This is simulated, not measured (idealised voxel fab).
Name of the process module below: voxel air gaps
Displayed cross-section: cut, width of 165 nm, square cells sized 5 nm.
We lay out every cross-section as a grid of square cells and spell it out in bands from the top down, where one band means one or more rows of cells.
For a band, the entry starts with two heights in nm, that of the top and then that of the bottom, and carries on with the band's materials in order from left to right, each alongside its width in nm; the word "full width" beside a single material means it fills the band edge to edge, and "blank" means empty space.
The reference from which all heights are counted is 0, the level beneath which the as-received wafer is entirely one material; the lowest band, having no lower bound, proceeds downward and is written after the example "from 0 down".
Top row gets the first number, bottom row gets the second, and each row in between changes by the same step: that is how a band width like "30 to 40" works.
Step note "nothing changed" = no cross-section cell changed.
Under "Trapped voids" you'll find the enclosed gaps, the ones with no way out to the top, that are 8 cells or bigger; each reads width x height at distance, with distance counted from the left edge, everything in nm.
It should be noted that, on the line of a given step, the content following the step's settings is a remark produced by the simulator itself with respect to that step.
overlay nm: on a step with a mask, how far right of its planned place the mask lay; negative means left.

These are the steps we planned for the process
1) RECEIVE (material Si)
2) CONFORMAL_DEP (material SiO2; thk nm 10)
3) CONFORMAL_DEP (material SiN; thk nm 5)
4) DIRECTIONAL_DEP (material lowk; thk nm 35)
5) PATTERN (tone open; mask id LINES; material resist; width nm 15; pitch nm 40; thk nm 15; overlay nm -15)
6) DIRECTIONAL_ETCH (etch materials lowk; depth nm 35)
7) STRIP (etch materials resist)
8) CONFORMAL_DEP (material TiN; thk nm 5)
9) FILL_DEP (material W; thk nm 5)
10) CMP (height nm 50)
11) EPI (material Ru; thk nm 10)
12) SELECTIVE_ETCH (etch materials lowk; depth nm 45)
13) CONFORMAL_DEP (material SiCN; thk nm 5)
Wafers differ in overlay nm at step 5; plan lists the first wafer's value; identical starting state.

Received condition of the first of several wafers, sectioned: post-step 1
> from 0 down | Si full width
> Trapped voids: none

Module end state after final step 13: cross-section of the first of several wafers
> from 65 to 60 | blank 5; SiCN 125; blank 35
> from 60 to 50 | blank 5; SiCN 5; Ru 35; SiCN 5; Ru 35; SiCN 5; Ru 35; SiCN 5; blank 35
> from 50 to 45 | blank 5; SiCN 15; TiN 5; W 5; TiN 5; SiCN 25; TiN 5; W 5; TiN 5; SiCN 25; TiN 5; W 5; TiN 5; SiCN 15; blank 35
> from 45 to 20 | blank 15; SiCN 5; TiN 5; W 5; TiN 5; SiCN 5; blank 15; SiCN 5; TiN 5; W 5; TiN 5; SiCN 5; blank 15; SiCN 5; TiN 5; W 5; TiN 5; SiCN 5; blank 45
> from 20 to 15 | SiCN 20; TiN 15; SiCN 25; TiN 15; SiCN 25; TiN 15; SiCN 50
> from 15 to 10 | SiN full width
> from 10 to 0 | SiO2 full width
> from 0 down | Si full width
> Trapped voids: 15 x 25 at 40; 15 x 25 at 80

Last wafer, end of module, cross-section
> from 65 to 60 | blank 35; SiCN 125; blank 5
> from 60 to 50 | blank 35; SiCN 5; Ru 35; SiCN 5; Ru 35; SiCN 5; Ru 35; SiCN 5; blank 5
> from 50 to 45 | blank 35; SiCN 15; TiN 5; W 5; TiN 5; SiCN 25; TiN 5; W 5; TiN 5; SiCN 25; TiN 5; W 5; TiN 5; SiCN 15; blank 5
> from 45 to 20 | blank 45; SiCN 5; TiN 5; W 5; TiN 5; SiCN 5; blank 15; SiCN 5; TiN 5; W 5; TiN 5; SiCN 5; blank 15; SiCN 5; TiN 5; W 5; TiN 5; SiCN 5; blank 15
> from 20 to 15 | SiCN 50; TiN 15; SiCN 25; TiN 15; SiCN 25; TiN 15; SiCN 20
> from 15 to 10 | SiN full width
> from 10 to 0 | SiO2 full width
> from 0 down | Si full width
> Trapped voids: 15 x 25 at 70; 15 x 25 at 110

For your reference, the table is organized with a row per wafer; each row reflects the wafer at the end of the module, indicating for each material the cells gained (+) or lost (-) since receipt, and thereafter its closed voids
overlay nm -15, +42 Ru, +103 SiCN, +33 SiN, +66 SiO2, +45 TiN, +18 W, Trapped voids: 15 x 25 at 40; 15 x 25 at 80
overlay nm -10, +42 Ru, +103 SiCN, +33 SiN, +66 SiO2, +45 TiN, +18 W, Trapped voids: 15 x 25 at 45; 15 x 25 at 85
overlay nm -5, +42 Ru, +103 SiCN, +33 SiN, +66 SiO2, +45 TiN, +18 W, Trapped voids: 15 x 25 at 50; 15 x 25 at 90
overlay nm 0, +42 Ru, +103 SiCN, +33 SiN, +66 SiO2, +45 TiN, +18 W, Trapped voids: 15 x 25 at 55; 15 x 25 at 95
overlay nm 5, +42 Ru, +103 SiCN, +33 SiN, +66 SiO2, +45 TiN, +18 W, Trapped voids: 15 x 25 at 60; 15 x 25 at 100
overlay nm 10, +42 Ru, +103 SiCN, +33 SiN, +66 SiO2, +45 TiN, +18 W, Trapped voids: 15 x 25 at 65; 15 x 25 at 105
overlay nm 15, +42 Ru, +103 SiCN, +33 SiN, +66 SiO2, +45 TiN, +18 W, Trapped voids: 15 x 25 at 70; 15 x 25 at 110
